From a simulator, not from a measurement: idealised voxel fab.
Proc. module: voxel wiring stack
Shown is cross-section cut, with a width of 235 nm and square cells of size 5 nm.
We lay out every cross-section as a grid of square cells and spell it out in bands from the top down, where one band means one or more rows of cells. Quick guide to a band line: top height, bottom height (nm) up front; then every material left to right with its width in nm. Only one material and it's marked "all across"? Then it fills the band edge to edge. And "air" just means empty space. Height 0 is the level under which the wafer as received is all one material. The lowest band goes on downwards, as in "0 down". When a width is written as two numbers, as in "30..40", the first number is the width in the top row of cells of the band and the second is the width in its bottom row, and the width changes by the same amount from each row to the next. The designation "everything unchanged", where it is given for a processing step, indicates that no cell of the cross-section was altered in the course of that step. You'll see "Enclosed void inventory" listing empty spaces that have no way open to the top, as long as they're 8 cells or more; the notation is width x height at distance, where the distance is from the left edge, and all of it is in nm. Step line, after settings: the simulator's comment on this step. overlay nm: mask right of planned place by this much (step with mask). Neg. = left.

-- List of planned process steps
1) RECEIVE (material Si)
2) CONFORMAL_DEP (material SiO2; thk nm 15)
3) CONFORMAL_DEP (material SiCN; thk nm 5)
4) DIRECTIONAL_DEP (material SiO2; thk nm 20)
5) PATTERN (tone open; mask id METAL_1; material resist; width nm 20; pitch nm 40; thk nm 20; overlay nm 0)
6) DIRECTIONAL_ETCH (etch materials SiO2; depth nm 20)
7) DIRECTIONAL_ETCH (etch materials SiCN; depth nm 5)
8) STRIP (etch materials resist)
9) CONFORMAL_DEP (material TiN; thk nm 5)
10) FILL_DEP (material Ru; thk nm 10)
11) CMP (height nm 40)
12) EPI (material Ru; thk nm 5)
13) FILL_DEP (material SiCN; thk nm 5)
14) DIRECTIONAL_DEP (material lowk; thk nm 35)
15) DIRECTIONAL_DEP (material aC; thk nm 10)
16) PATTERN (tone open; mask id METAL_2; material resist; width nm 20; pitch nm 40; thk nm 25; overlay nm 0)
17) DIRECTIONAL_ETCH (etch materials aC; depth nm 10)
18) STRIP (etch materials resist)
19) DIRECTIONAL_ETCH (etch materials lowk; depth nm 20)
20) STRIP (etch materials aC)
21) PATTERN (tone open; mask id METAL_2_HOLES; material resist; width nm 15; pitch nm 80; thk nm 20; overlay nm 0)
22) DIRECTIONAL_ETCH (etch materials lowk; depth nm 15)
23) DIRECTIONAL_ETCH (etch materials SiCN; depth nm 5)
24) STRIP (etch materials resist)
25) CONFORMAL_DEP (material TiN; thk nm 5)
26) FILL_DEP (material Cu; thk nm 5)
27) CMP (height nm 85)
28) CONFORMAL_DEP (material SiCN; thk nm 5)
29) DIRECTIONAL_DEP (material lowk; thk nm 10)
30) MASKED_ETCH (tone open; mask id PLUG_2; width nm 15; pitch nm 40; etch materials lowk; depth nm 10; overlay nm 0)
31) MASKED_ETCH (tone open; mask id PLUG_2; width nm 15; pitch nm 40; etch materials SiCN; depth nm 5; overlay nm 0)
32) CONFORMAL_DEP (material TiN; thk nm 5)
33) FILL_DEP (material Ru; thk nm 10)
34) CMP (height nm 100)
35) DIRECTIONAL_DEP (material TiN; thk nm 5)
36) DIRECTIONAL_DEP (material Ru; thk nm 15)
37) MASKED_ETCH (tone cover; mask id METAL_3; width nm 20; pitch nm 40; etch materials Ru; depth nm 15; overlay nm 0)
38) MASKED_ETCH (tone cover; mask id METAL_3; width nm 20; pitch nm 40; etch materials TiN; depth nm 5; overlay nm 0)
39) FILL_DEP (material SiO2; thk nm 10)
40) CMP (height nm 120)
41) CONFORMAL_DEP (material SiCN; thk nm 5)
42) DIRECTIONAL_DEP (material lowk; thk nm 10)
43) DIRECTIONAL_DEP (material aC; thk nm 15)
44) PATTERN (tone open; mask id PLUG_3; material resist; width nm 15; pitch nm 80; thk nm 35; overlay nm 0)
45) DIRECTIONAL_ETCH (etch materials aC; depth nm 15)
46) STRIP (etch materials resist)
47) DIRECTIONAL_ETCH (etch materials lowk; depth nm 10)
48) DIRECTIONAL_ETCH (etch materials SiCN; depth nm 5)
49) STRIP (etch materials aC)
50) CONFORMAL_DEP (material TiN; thk nm 5)
51) FILL_DEP (material Ru; thk nm 10)
52) CMP (height nm 135)
53) CONFORMAL_DEP (material SiCN; thk nm 5)
54) DIRECTIONAL_DEP (material SiO2; thk nm 15)
55) PATTERN (tone open; mask id METAL_4; material resist; width nm 20; pitch nm 40; thk nm 15; overlay nm 0)
56) DIRECTIONAL_ETCH (etch materials SiO2; depth nm 15)
57) DIRECTIONAL_ETCH (etch materials SiCN; depth nm 5)
58) STRIP (etch materials resist)
59) CONFORMAL_DEP (material TiN; thk nm 5)
60) FILL_DEP (material Cu; thk nm 5)
61) CMP (height nm 155)
62) CONFORMAL_DEP (material SiN; thk nm 5)

-- First wafer, two in total, run as planned

-- Cross-section of the wafer upon arrival, representing the state reached after step 1
  0 down | Si all across
  Enclosed void inventory: none

-- Take a look at the wafer's cross-section after step 2
  15 to 0 | SiO2 all across
  Rest of section, below 0: as before.

-- Take a look at the wafer's cross-section after step 3
  20 to 15 | SiCN all across
  Rest of section, below 15: as before.

-- Take a look at the wafer's cross-section after step 4
  40 to 20 | SiO2 all across
  Rest of section, below 20: as before.

-- Take a look at the wafer's cross-section after step 5
  60 to 40 | resist=45; air=20; resist=20; air=20; resist=20; air=20; resist=20; air=20; resist=50
  Rest of section, below 40: as before.

-- Take a look at the wafer's cross-section after step 6
  60 to 40 | resist=45; air=20; resist=20; air=20; resist=20; air=20; resist=20; air=20; resist=50
  40 to 20 | SiO2=45; air=20; SiO2=20; air=20; SiO2=20; air=20; SiO2=20; air=20; SiO2=50
  Rest of section, below 20: as before.

-- Take a look at the wafer's cross-section after step 7
  60 to 40 | resist=45; air=20; resist=20; air=20; resist=20; air=20; resist=20; air=20; resist=50
  40 to 20 | SiO2=45; air=20; SiO2=20; air=20; SiO2=20; air=20; SiO2=20; air=20; SiO2=50
  20 to 15 | SiCN=45; air=20; SiCN=20; air=20; SiCN=20; air=20; SiCN=20; air=20; SiCN=50
  Rest of section, below 15: as before.

-- Take a look at the wafer's cross-section after step 8
  40 to 20 | SiO2=45; air=20; SiO2=20; air=20; SiO2=20; air=20; SiO2=20; air=20; SiO2=50
  Rest of section, below 20: as before.

-- Take a look at the wafer's cross-section after step 9
  45 to 40 | TiN=50; air=10; TiN=30; air=10; TiN=30; air=10; TiN=30; air=10; TiN=55
  40 to 20 | SiO2=45; TiN=5; air=10; TiN=5; SiO2=20; TiN=5; air=10; TiN=5; SiO2=20; TiN=5; air=10; TiN=5; SiO2=20; TiN=5; air=10; TiN=5; SiO2=50
  20 to 15 | SiCN=45; TiN=20; SiCN=20; TiN=20; SiCN=20; TiN=20; SiCN=20; TiN=20; SiCN=50
  Rest of section, below 15: as before.

-- Take a look at the wafer's cross-section after step 10
  55 to 45 | Ru all across
  45 to 40 | TiN=50; Ru=10; TiN=30; Ru=10; TiN=30; Ru=10; TiN=30; Ru=10; TiN=55
  40 to 20 | SiO2=45; TiN=5; Ru=10; TiN=5; SiO2=20; TiN=5; Ru=10; TiN=5; SiO2=20; TiN=5; Ru=10; TiN=5; SiO2=20; TiN=5; Ru=10; TiN=5; SiO2=50
  Rest of section, below 20: as before.

-- Take a look at the wafer's cross-section after step 11
  40 to 20 | SiO2=45; TiN=5; Ru=10; TiN=5; SiO2=20; TiN=5; Ru=10; TiN=5; SiO2=20; TiN=5; Ru=10; TiN=5; SiO2=20; TiN=5; Ru=10; TiN=5; SiO2=50
  Rest of section, below 20: as before.

-- Take a look at the wafer's cross-section after step 12
  45 to 40 | air=40; Ru=30; air=10; Ru=30; air=10; Ru=30; air=10; Ru=30; air=45
  Rest of section, below 40: as before.

-- Take a look at the wafer's cross-section after step 13
  50 to 45 | SiCN all across
  45 to 40 | SiCN=40; Ru=30; SiCN=10; Ru=30; SiCN=10; Ru=30; SiCN=10; Ru=30; SiCN=45
  Rest of section, below 40: as before.

-- Take a look at the wafer's cross-section after step 14
  85 to 50 | lowk all across
  Rest of section, below 50: as before.

-- Take a look at the wafer's cross-section after step 15
  95 to 85 | aC all across
  Rest of section, below 85: as before.

-- Take a look at the wafer's cross-section after step 16
  120 to 95 | resist=45; air=20; resist=20; air=20; resist=20; air=20; resist=20; air=20; resist=50
  Rest of section, below 95: as before.

-- Take a look at the wafer's cross-section after step 17
  110 to 95 | resist=45; air=20; resist=20; air=20; resist=20; air=20; resist=20; air=20; resist=50
  95 to 85 | aC=45; air=20; aC=20; air=20; aC=20; air=20; aC=20; air=20; aC=50
  Rest of section, below 85: as before.

-- Take a look at the wafer's cross-section after step 18
  95 to 85 | aC=45; air=20; aC=20; air=20; aC=20; air=20; aC=20; air=20; aC=50
  Rest of section, below 85: as before.

-- Take a look at the wafer's cross-section after step 19
  95 to 85 | aC=45; air=20; aC=20; air=20; aC=20; air=20; aC=20; air=20; aC=50
  85 to 65 | lowk=45; air=20; lowk=20; air=20; lowk=20; air=20; lowk=20; air=20; lowk=50
  Rest of section, below 65: as before.

-- Take a look at the wafer's cross-section after step 20
  85 to 65 | lowk=45; air=20; lowk=20; air=20; lowk=20; air=20; lowk=20; air=20; lowk=50
  Rest of section, below 65: as before.

-- Take a look at the wafer's cross-section after step 21
  105 to 85 | resist=45; air=15; resist=65; air=15; resist=95
  85 to 65 | lowk=45; air=15; resist=5; lowk=20; resist=20; lowk=20; air=15; resist=5; lowk=20; resist=20; lowk=50
  Rest of section, below 65: as before.

-- Take a look at the wafer's cross-section after step 22
  105 to 85 | resist=45; air=15; resist=65; air=15; resist=95
  85 to 65 | lowk=45; air=15; resist=5; lowk=20; resist=20; lowk=20; air=15; resist=5; lowk=20; resist=20; lowk=50
  65 to 50 | lowk=45; air=15; lowk=65; air=15; lowk=95
  Rest of section, below 50: as before.

-- Take a look at the wafer's cross-section after step 23
  105 to 85 | resist=45; air=15; resist=65; air=15; resist=95
  85 to 65 | lowk=45; air=15; resist=5; lowk=20; resist=20; lowk=20; air=15; resist=5; lowk=20; resist=20; lowk=50
  65 to 50 | lowk=45; air=15; lowk=65; air=15; lowk=95
  50 to 45 | SiCN=45; air=15; SiCN=65; air=15; SiCN=95
  Rest of section, below 45: as before.

-- Take a look at the wafer's cross-section after step 24
  85 to 65 | lowk=45; air=20; lowk=20; air=20; lowk=20; air=20; lowk=20; air=20; lowk=50
  Rest of section, below 65: as before.

-- Take a look at the wafer's cross-section after step 25
  90 to 85 | TiN=50; air=10; TiN=30; air=10; TiN=30; air=10; TiN=30; air=10; TiN=55
  85 to 70 | lowk=45; TiN=5; air=10; TiN=5; lowk=20; TiN=5; air=10; TiN=5; lowk=20; TiN=5; air=10; TiN=5; lowk=20; TiN=5; air=10; TiN=5; lowk=50
  70 to 65 | lowk=45; TiN=5; air=5; TiN=10; lowk=20; TiN=20; lowk=20; TiN=5; air=5; TiN=10; lowk=20; TiN=20; lowk=50
  65 to 50 | lowk=45; TiN=5; air=5; TiN=5; lowk=65; TiN=5; air=5; TiN=5; lowk=95
  50 to 45 | SiCN=45; TiN=15; SiCN=65; TiN=15; SiCN=95
  Rest of section, below 45: as before.

-- Take a look at the wafer's cross-section after step 26
  95 to 90 | Cu all across
  90 to 85 | TiN=50; Cu=10; TiN=30; Cu=10; TiN=30; Cu=10; TiN=30; Cu=10; TiN=55
  85 to 70 | lowk=45; TiN=5; Cu=10; TiN=5; lowk=20; TiN=5; Cu=10; TiN=5; lowk=20; TiN=5; Cu=10; TiN=5; lowk=20; TiN=5; Cu=10; TiN=5; lowk=50
  70 to 65 | lowk=45; TiN=5; Cu=5; TiN=10; lowk=20; TiN=20; lowk=20; TiN=5; Cu=5; TiN=10; lowk=20; TiN=20; lowk=50
  65 to 50 | lowk=45; TiN=5; Cu=5; TiN=5; lowk=65; TiN=5; Cu=5; TiN=5; lowk=95
  Rest of section, below 50: as before.

-- Take a look at the wafer's cross-section after step 27
  85 to 70 | lowk=45; TiN=5; Cu=10; TiN=5; lowk=20; TiN=5; Cu=10; TiN=5; lowk=20; TiN=5; Cu=10; TiN=5; lowk=20; TiN=5; Cu=10; TiN=5; lowk=50
  Rest of section, below 70: as before.

-- Take a look at the wafer's cross-section after step 28
  90 to 85 | SiCN all across
  Rest of section, below 85: as before.

-- Take a look at the wafer's cross-section after step 29
  100 to 90 | lowk all across
  Rest of section, below 90: as before.

-- Take a look at the wafer's cross-section after step 30
  100 to 90 | lowk=45; air=15; lowk=25; air=15; lowk=25; air=15; lowk=25; air=15; lowk=55
  Rest of section, below 90: as before.

-- Take a look at the wafer's cross-section after step 31
  100 to 90 | lowk=45; air=15; lowk=25; air=15; lowk=25; air=15; lowk=25; air=15; lowk=55
  90 to 85 | SiCN=45; air=15; SiCN=25; air=15; SiCN=25; air=15; SiCN=25; air=15; SiCN=55
  Rest of section, below 85: as before.

-- Take a look at the wafer's cross-section after step 32
  105 to 100 | TiN=50; air=5; TiN=35; air=5; TiN=35; air=5; TiN=35; air=5; TiN=60
  100 to 90 | lowk=45; TiN=5; air=5; TiN=5; lowk=25; TiN=5; air=5; TiN=5; lowk=25; TiN=5; air=5; TiN=5; lowk=25; TiN=5; air=5; TiN=5; lowk=55
  90 to 85 | SiCN=45; TiN=15; SiCN=25; TiN=15; SiCN=25; TiN=15; SiCN=25; TiN=15; SiCN=55
  Rest of section, below 85: as before.

-- Take a look at the wafer's cross-section after step 33
  115 to 105 | Ru all across
  105 to 100 | TiN=50; Ru=5; TiN=35; Ru=5; TiN=35; Ru=5; TiN=35; Ru=5; TiN=60
  100 to 90 | lowk=45; TiN=5; Ru=5; TiN=5; lowk=25; TiN=5; Ru=5; TiN=5; lowk=25; TiN=5; Ru=5; TiN=5; lowk=25; TiN=5; Ru=5; TiN=5; lowk=55
  Rest of section, below 90: as before.

-- Take a look at the wafer's cross-section after step 34
  100 to 90 | lowk=45; TiN=5; Ru=5; TiN=5; lowk=25; TiN=5; Ru=5; TiN=5; lowk=25; TiN=5; Ru=5; TiN=5; lowk=25; TiN=5; Ru=5; TiN=5; lowk=55
  Rest of section, below 90: as before.

-- Take a look at the wafer's cross-section after step 35
  105 to 100 | TiN all across
  Rest of section, below 100: as before.

-- Take a look at the wafer's cross-section after step 36
  120 to 105 | Ru all across
  Rest of section, below 105: as before.

-- Take a look at the wafer's cross-section after step 37
  120 to 105 | air=45; Ru=20; air=20; Ru=20; air=20; Ru=20; air=20; Ru=20; air=50
  Rest of section, below 105: as before.

-- Take a look at the wafer's cross-section after step 38
  120 to 105 | air=45; Ru=20; air=20; Ru=20; air=20; Ru=20; air=20; Ru=20; air=50
  105 to 100 | air=45; TiN=20; air=20; TiN=20; air=20; TiN=20; air=20; TiN=20; air=50
  Rest of section, below 100: as before.

-- Take a look at the wafer's cross-section after step 39
  130 to 120 | SiO2 all across
  120 to 105 | SiO2=45; Ru=20; SiO2=20; Ru=20; SiO2=20; Ru=20; SiO2=20; Ru=20; SiO2=50
  105 to 100 | SiO2=45; TiN=20; SiO2=20; TiN=20; SiO2=20; TiN=20; SiO2=20; TiN=20; SiO2=50
  Rest of section, below 100: as before.

-- Take a look at the wafer's cross-section after step 40
  120 to 105 | SiO2=45; Ru=20; SiO2=20; Ru=20; SiO2=20; Ru=20; SiO2=20; Ru=20; SiO2=50
  Rest of section, below 105: as before.

-- Take a look at the wafer's cross-section after step 41
  125 to 120 | SiCN all across
  Rest of section, below 120: as before.

-- Take a look at the wafer's cross-section after step 42
  135 to 125 | lowk all across
  Rest of section, below 125: as before.

-- Take a look at the wafer's cross-section after step 43
  150 to 135 | aC all across
  Rest of section, below 135: as before.

-- Take a look at the wafer's cross-section after step 44
  185 to 150 | resist=45; air=15; resist=65; air=15; resist=95
  Rest of section, below 150: as before.

-- Take a look at the wafer's cross-section after step 45
  170 to 150 | resist=45; air=15; resist=65; air=15; resist=95
  150 to 135 | aC=45; air=15; aC=65; air=15; aC=95
  Rest of section, below 135: as before.

-- Take a look at the wafer's cross-section after step 46
  150 to 135 | aC=45; air=15; aC=65; air=15; aC=95
  Rest of section, below 135: as before.

-- Take a look at the wafer's cross-section after step 47
  150 to 135 | aC=45; air=15; aC=65; air=15; aC=95
  135 to 125 | lowk=45; air=15; lowk=65; air=15; lowk=95
  Rest of section, below 125: as before.

-- Take a look at the wafer's cross-section after step 48
  150 to 135 | aC=45; air=15; aC=65; air=15; aC=95
  135 to 125 | lowk=45; air=15; lowk=65; air=15; lowk=95
  125 to 120 | SiCN=45; air=15; SiCN=65; air=15; SiCN=95
  Rest of section, below 120: as before.

-- Take a look at the wafer's cross-section after step 49
  135 to 125 | lowk=45; air=15; lowk=65; air=15; lowk=95
  Rest of section, below 125: as before.

-- Take a look at the wafer's cross-section after step 50
  140 to 135 | TiN=50; air=5; TiN=75; air=5; TiN=100
  135 to 125 | lowk=45; TiN=5; air=5; TiN=5; lowk=65; TiN=5; air=5; TiN=5; lowk=95
  125 to 120 | SiCN=45; TiN=15; SiCN=65; TiN=15; SiCN=95
  Rest of section, below 120: as before.

-- Take a look at the wafer's cross-section after step 51
  150 to 140 | Ru all across
  140 to 135 | TiN=50; Ru=5; TiN=75; Ru=5; TiN=100
  135 to 125 | lowk=45; TiN=5; Ru=5; TiN=5; lowk=65; TiN=5; Ru=5; TiN=5; lowk=95
  Rest of section, below 125: as before.

-- Take a look at the wafer's cross-section after step 52
  135 to 125 | lowk=45; TiN=5; Ru=5; TiN=5; lowk=65; TiN=5; Ru=5; TiN=5; lowk=95
  Rest of section, below 125: as before.

-- Take a look at the wafer's cross-section after step 53
  140 to 135 | SiCN all across
  Rest of section, below 135: as before.

-- Take a look at the wafer's cross-section after step 54
  155 to 140 | SiO2 all across
  Rest of section, below 140: as before.

-- Take a look at the wafer's cross-section after step 55
  170 to 155 | resist=45; air=20; resist=20; air=20; resist=20; air=20; resist=20; air=20; resist=50
  Rest of section, below 155: as before.

-- Take a look at the wafer's cross-section after step 56
  170 to 155 | resist=45; air=20; resist=20; air=20; resist=20; air=20; resist=20; air=20; resist=50
  155 to 140 | SiO2=45; air=20; SiO2=20; air=20; SiO2=20; air=20; SiO2=20; air=20; SiO2=50
  Rest of section, below 140: as before.

-- Take a look at the wafer's cross-section after step 57
  170 to 155 | resist=45; air=20; resist=20; air=20; resist=20; air=20; resist=20; air=20; resist=50
  155 to 140 | SiO2=45; air=20; SiO2=20; air=20; SiO2=20; air=20; SiO2=20; air=20; SiO2=50
  140 to 135 | SiCN=45; air=20; SiCN=20; air=20; SiCN=20; air=20; SiCN=20; air=20; SiCN=50
  Rest of section, below 135: as before.

-- Take a look at the wafer's cross-section after step 58
  155 to 140 | SiO2=45; air=20; SiO2=20; air=20; SiO2=20; air=20; SiO2=20; air=20; SiO2=50
  Rest of section, below 140: as before.

-- Take a look at the wafer's cross-section after step 59
  160 to 155 | TiN=50; air=10; TiN=30; air=10; TiN=30; air=10; TiN=30; air=10; TiN=55
  155 to 140 | SiO2=45; TiN=5; air=10; TiN=5; SiO2=20; TiN=5; air=10; TiN=5; SiO2=20; TiN=5; air=10; TiN=5; SiO2=20; TiN=5; air=10; TiN=5; SiO2=50
  140 to 135 | SiCN=45; TiN=20; SiCN=20; TiN=20; SiCN=20; TiN=20; SiCN=20; TiN=20; SiCN=50
  Rest of section, below 135: as before.

-- Take a look at the wafer's cross-section after step 60
  165 to 160 | Cu all across
  160 to 155 | TiN=50; Cu=10; TiN=30; Cu=10; TiN=30; Cu=10; TiN=30; Cu=10; TiN=55
  155 to 140 | SiO2=45; TiN=5; Cu=10; TiN=5; SiO2=20; TiN=5; Cu=10; TiN=5; SiO2=20; TiN=5; Cu=10; TiN=5; SiO2=20; TiN=5; Cu=10; TiN=5; SiO2=50
  Rest of section, below 140: as before.

-- Take a look at the wafer's cross-section after step 61
  155 to 140 | SiO2=45; TiN=5; Cu=10; TiN=5; SiO2=20; TiN=5; Cu=10; TiN=5; SiO2=20; TiN=5; Cu=10; TiN=5; SiO2=20; TiN=5; Cu=10; TiN=5; SiO2=50
  Rest of section, below 140: as before.

-- Take a look at the wafer's cross-section after step 62
  160 to 155 | SiN all across
  Rest of section, below 155: as before.

-- Notes, second wafer: start = first wafer's, plan = first wafer's, execution had one mistake; history identical to first through step 30

-- At the planned end of step 31, the second wafer in cross-section
  100 to 90 | lowk=45; air=15; lowk=25; air=15; lowk=25; air=15; lowk=25; air=15; lowk=55
  90 to 85 | SiCN=45; air=10; SiCN=30; air=10; SiCN=30; air=10; SiCN=30; air=10; SiCN=60
  Rest of section, below 85: as before.

-- At the planned end of step 32, the second wafer in cross-section
  105 to 100 | TiN=50; air=5; TiN=35; air=5; TiN=35; air=5; TiN=35; air=5; TiN=60
  100 to 95 | lowk=45; TiN=5; air=5; TiN=5; lowk=25; TiN=5; air=5; TiN=5; lowk=25; TiN=5; air=5; TiN=5; lowk=25; TiN=5; air=5; TiN=5; lowk=55
  95 to 90 | lowk=45; TiN=15; lowk=25; TiN=15; lowk=25; TiN=15; lowk=25; TiN=15; lowk=55
  90 to 85 | SiCN=45; TiN=10; SiCN=30; TiN=10; SiCN=30; TiN=10; SiCN=30; TiN=10; SiCN=60
  Rest of section, below 85: as before.

-- At the planned end of step 33, the second wafer in cross-section
  115 to 105 | Ru all across
  105 to 100 | TiN=50; Ru=5; TiN=35; Ru=5; TiN=35; Ru=5; TiN=35; Ru=5; TiN=60
  100 to 95 | lowk=45; TiN=5; Ru=5; TiN=5; lowk=25; TiN=5; Ru=5; TiN=5; lowk=25; TiN=5; Ru=5; TiN=5; lowk=25; TiN=5; Ru=5; TiN=5; lowk=55
  Rest of section, below 95: as before.

-- At the planned end of step 34, the second wafer in cross-section
  100 to 95 | lowk=45; TiN=5; Ru=5; TiN=5; lowk=25; TiN=5; Ru=5; TiN=5; lowk=25; TiN=5; Ru=5; TiN=5; lowk=25; TiN=5; Ru=5; TiN=5; lowk=55
  Rest of section, below 95: as before.

-- At the planned end of step 35, the second wafer in cross-section
  105 to 100 | TiN all across
  Rest of section, below 100: as before.

-- At the planned end of step 36, the second wafer in cross-section
  120 to 105 | Ru all across
  Rest of section, below 105: as before.

-- At the planned end of step 37, the second wafer in cross-section
  120 to 105 | air=45; Ru=20; air=20; Ru=20; air=20; Ru=20; air=20; Ru=20; air=50
  Rest of section, below 105: as before.

-- At the planned end of step 38, the second wafer in cross-section
  120 to 105 | air=45; Ru=20; air=20; Ru=20; air=20; Ru=20; air=20; Ru=20; air=50
  105 to 100 | air=45; TiN=20; air=20; TiN=20; air=20; TiN=20; air=20; TiN=20; air=50
  Rest of section, below 100: as before.

-- At the planned end of step 39, the second wafer in cross-section
  130 to 120 | SiO2 all across
  120 to 105 | SiO2=45; Ru=20; SiO2=20; Ru=20; SiO2=20; Ru=20; SiO2=20; Ru=20; SiO2=50
  105 to 100 | SiO2=45; TiN=20; SiO2=20; TiN=20; SiO2=20; TiN=20; SiO2=20; TiN=20; SiO2=50
  Rest of section, below 100: as before.

-- At the planned end of step 40, the second wafer in cross-section
  120 to 105 | SiO2=45; Ru=20; SiO2=20; Ru=20; SiO2=20; Ru=20; SiO2=20; Ru=20; SiO2=50
  Rest of section, below 105: as before.

-- At the planned end of step 41, the second wafer in cross-section
  125 to 120 | SiCN all across
  Rest of section, below 120: as before.

-- At the planned end of step 42, the second wafer in cross-section
  135 to 125 | lowk all across
  Rest of section, below 125: as before.

-- At the planned end of step 43, the second wafer in cross-section
  150 to 135 | aC all across
  Rest of section, below 135: as before.

-- At the planned end of step 44, the second wafer in cross-section
  185 to 150 | resist=45; air=15; resist=65; air=15; resist=95
  Rest of section, below 150: as before.

-- At the planned end of step 45, the second wafer in cross-section
  170 to 150 | resist=45; air=15; resist=65; air=15; resist=95
  150 to 135 | aC=45; air=15; aC=65; air=15; aC=95
  Rest of section, below 135: as before.

-- At the planned end of step 46, the second wafer in cross-section
  150 to 135 | aC=45; air=15; aC=65; air=15; aC=95
  Rest of section, below 135: as before.

-- At the planned end of step 47, the second wafer in cross-section
  150 to 135 | aC=45; air=15; aC=65; air=15; aC=95
  135 to 125 | lowk=45; air=15; lowk=65; air=15; lowk=95
  Rest of section, below 125: as before.

-- At the planned end of step 48, the second wafer in cross-section
  150 to 135 | aC=45; air=15; aC=65; air=15; aC=95
  135 to 125 | lowk=45; air=15; lowk=65; air=15; lowk=95
  125 to 120 | SiCN=45; air=15; SiCN=65; air=15; SiCN=95
  Rest of section, below 120: as before.

-- At the planned end of step 49, the second wafer in cross-section
  135 to 125 | lowk=45; air=15; lowk=65; air=15; lowk=95
  Rest of section, below 125: as before.

-- At the planned end of step 50, the second wafer in cross-section
  140 to 135 | TiN=50; air=5; TiN=75; air=5; TiN=100
  135 to 125 | lowk=45; TiN=5; air=5; TiN=5; lowk=65; TiN=5; air=5; TiN=5; lowk=95
  125 to 120 | SiCN=45; TiN=15; SiCN=65; TiN=15; SiCN=95
  Rest of section, below 120: as before.

-- At the planned end of step 51, the second wafer in cross-section
  150 to 140 | Ru all across
  140 to 135 | TiN=50; Ru=5; TiN=75; Ru=5; TiN=100
  135 to 125 | lowk=45; TiN=5; Ru=5; TiN=5; lowk=65; TiN=5; Ru=5; TiN=5; lowk=95
  Rest of section, below 125: as before.

-- At the planned end of step 52, the second wafer in cross-section
  135 to 125 | lowk=45; TiN=5; Ru=5; TiN=5; lowk=65; TiN=5; Ru=5; TiN=5; lowk=95
  Rest of section, below 125: as before.

-- At the planned end of step 53, the second wafer in cross-section
  140 to 135 | SiCN all across
  Rest of section, below 135: as before.

-- At the planned end of step 54, the second wafer in cross-section
  155 to 140 | SiO2 all across
  Rest of section, below 140: as before.

-- At the planned end of step 55, the second wafer in cross-section
  170 to 155 | resist=45; air=20; resist=20; air=20; resist=20; air=20; resist=20; air=20; resist=50
  Rest of section, below 155: as before.

-- At the planned end of step 56, the second wafer in cross-section
  170 to 155 | resist=45; air=20; resist=20; air=20; resist=20; air=20; resist=20; air=20; resist=50
  155 to 140 | SiO2=45; air=20; SiO2=20; air=20; SiO2=20; air=20; SiO2=20; air=20; SiO2=50
  Rest of section, below 140: as before.

-- At the planned end of step 57, the second wafer in cross-section
  170 to 155 | resist=45; air=20; resist=20; air=20; resist=20; air=20; resist=20; air=20; resist=50
  155 to 140 | SiO2=45; air=20; SiO2=20; air=20; SiO2=20; air=20; SiO2=20; air=20; SiO2=50
  140 to 135 | SiCN=45; air=20; SiCN=20; air=20; SiCN=20; air=20; SiCN=20; air=20; SiCN=50
  Rest of section, below 135: as before.

-- At the planned end of step 58, the second wafer in cross-section
  155 to 140 | SiO2=45; air=20; SiO2=20; air=20; SiO2=20; air=20; SiO2=20; air=20; SiO2=50
  Rest of section, below 140: as before.

-- At the planned end of step 59, the second wafer in cross-section
  160 to 155 | TiN=50; air=10; TiN=30; air=10; TiN=30; air=10; TiN=30; air=10; TiN=55
  155 to 140 | SiO2=45; TiN=5; air=10; TiN=5; SiO2=20; TiN=5; air=10; TiN=5; SiO2=20; TiN=5; air=10; TiN=5; SiO2=20; TiN=5; air=10; TiN=5; SiO2=50
  140 to 135 | SiCN=45; TiN=20; SiCN=20; TiN=20; SiCN=20; TiN=20; SiCN=20; TiN=20; SiCN=50
  Rest of section, below 135: as before.

-- At the planned end of step 60, the second wafer in cross-section
  165 to 160 | Cu all across
  160 to 155 | TiN=50; Cu=10; TiN=30; Cu=10; TiN=30; Cu=10; TiN=30; Cu=10; TiN=55
  155 to 140 | SiO2=45; TiN=5; Cu=10; TiN=5; SiO2=20; TiN=5; Cu=10; TiN=5; SiO2=20; TiN=5; Cu=10; TiN=5; SiO2=20; TiN=5; Cu=10; TiN=5; SiO2=50
  Rest of section, below 140: as before.

-- At the planned end of step 61, the second wafer in cross-section
  155 to 140 | SiO2=45; TiN=5; Cu=10; TiN=5; SiO2=20; TiN=5; Cu=10; TiN=5; SiO2=20; TiN=5; Cu=10; TiN=5; SiO2=20; TiN=5; Cu=10; TiN=5; SiO2=50
  Rest of section, below 140: as before.

-- At the planned end of step 62, the second wafer in cross-section
  160 to 155 | SiN all across
  Rest of section, below 155: as before.
Run error: step 31 was not run as planned; what actually ran was MASKED_ETCH (tone open; mask id PLUG_2; width nm 15; pitch nm 40; etch materials SiCN; depth nm 5; overlay nm -5)
The final cell counts differ between the wafers, with the second having more or fewer of some materials than the first: -4 Ru; +4 SiCN
